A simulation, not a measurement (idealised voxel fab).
process module | voxel double patterning
cross-section cut | 150 nm wide | cells 5 nm
A cross-section is a grid of square cells, given in bands from the top down. A band is one or more rows of cells.
Each band's line starts with the height of the band's top and of its bottom, in nm. Then come its materials from left to right, each with its width in nm. One material with "throughout" fills the band from edge to edge. "air" is empty space.
Height 0 is the level under which the wafer as received is all one material. The lowest band goes on downwards, as in "0 down".
A width such as "30 to 40" changes by the same amount from each row of cells to the next, from the band's top row to its bottom row.
"no change" after a step means that no cell of the cross-section changed.
closed voids: empty space of 8 cells or more with no open way to the top, each as width x height at its distance from the left edge, in nm
after a step's settings: what the simulator itself notes on the step
overlay nm, on a step with a mask: how far to the right of its planned place the mask lay; to the left if negative
plan
1 op RECEIVE | material Si
2 op CONFORMAL_DEP | material SiN | thk nm 10
3 op DIRECTIONAL_DEP | material SiO2 | thk nm 10
4 op DIRECTIONAL_DEP | material SiCN | thk nm 5
5 op DIRECTIONAL_DEP | material aC | thk nm 15
6 op PATTERN | tone open | mask id FIRST | material resist | width nm 15 | pitch nm 50 | thk nm 35 | overlay nm 0
7 op DIRECTIONAL_ETCH | etch materials aC | depth nm 15
8 op STRIP | etch materials resist
9 op DIRECTIONAL_ETCH | etch materials SiCN | depth nm 5
10 op STRIP | etch materials aC
11 op PATTERN | tone open | mask id SECOND | material resist | width nm 15 | thk nm 15 | overlay nm 0
12 op DIRECTIONAL_ETCH | etch materials SiCN | depth nm 5
13 op STRIP | etch materials resist
14 op DIRECTIONAL_ETCH | etch materials SiO2 | depth nm 10
15 op STRIP | etch materials SiCN
as received, after step 1
  0 down: Si throughout
  closed voids: none
a wafer at the end: this start, this plan, one mistake
  20 to 10: air 40 | SiO2 15 | air 35 | SiO2 15 | air 45
  10 to 0: SiN throughout
  0 down: Si throughout
  closed voids: none
what went wrong: step 6 ran as: op PATTERN | tone cover | mask id FIRST | material resist | width nm 15 | pitch nm 50 | thk nm 35 | overlay nm 0
